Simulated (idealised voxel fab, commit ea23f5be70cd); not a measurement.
The following is a process module called voxel ribs on slabs.
This is section cut - it's 155 nm across, gridded in 5 nm square cells.
Cross-section layout: square cells on a grid; listed as bands, top to bottom; a band spans one or more cell rows.
What a band's entry tells you: where the top is and where the bottom is, as heights in nm, and after that what lies inside, material by material from left to right, each with its width in nm. Empty space is written as the word "air", and a single material marked with the word "throughout" occupies the band from edge to edge.
Heads up on the height convention: 0 is the point under which the incoming wafer is all one material, and the lowest band has no bottom, it just keeps going down, like "from 0 down".
It should be noted that a width expressed as "30 to 40" varies in equal increments from row to row of cells within the band, taking the value of the first number at the top row and that of the second number at the bottom row.
A step reported as "no modifications" is a step in which no cell of the cross-section changed.
Closed void register: empty space of 8 cells or more with no open way to the top, each as width x height at its distance from the left edge, in nm
Whatever follows a step's settings on its line is a remark the simulator itself makes about that step.
The setting "overlay nm" may be written on the line of a step. When the step uses a mask, the value reports how far to the right of the planned place the mask lay, and a negative value reports that it lay to the left.

-- The process steps that were planned are listed below
1. RECEIVE, material Si
2. DIRECTIONAL_DEP, material SiO2, thk nm 20
3. DIRECTIONAL_DEP, material polySi, thk nm 20
4. PATTERN, tone cover, mask id RIB, material resist, width nm 15, thk nm 15, overlay nm 0
5. DIRECTIONAL_ETCH, etch materials polySi, depth nm 5
6. STRIP, etch materials resist
7. MASKED_ETCH, tone cover, mask id SLAB, width nm 75, etch materials polySi, depth nm 15, overlay nm 0
8. FILL_DEP, material SiO2, thk nm 30
9. CMP, height nm 60
10. DIRECTIONAL_DEP, material W, thk nm 5
11. DIRECTIONAL_DEP, material aC, thk nm 15
12. PATTERN, tone cover, mask id HEATER, material resist, width nm 25, thk nm 35, overlay nm 0
13. DIRECTIONAL_ETCH, etch materials aC, depth nm 15
14. STRIP, etch materials resist
15. DIRECTIONAL_ETCH, etch materials W, depth nm 5
16. STRIP, etch materials aC
17. CONFORMAL_DEP, material SiN, thk nm 10

-- Cross-section, incoming material, after step 1
	from 0 down: Si throughout
	Closed void register: none

-- Final cross-section, module run with one mistake (start and plan as above)
	from 75 to 70: air (55) / SiN (45) / air (55)
	from 70 to 65: SiN throughout
	from 65 to 60: SiN (65) / W (25) / SiN (65)
	from 60 to 20: SiO2 throughout
	from 20 to 0: polySi throughout
	from 0 down: Si throughout
	Closed void register: none
The plan and the run diverged here: the executed order of steps 2 and 3 is the reverse of that specified in the plan, each step having taken the other's position
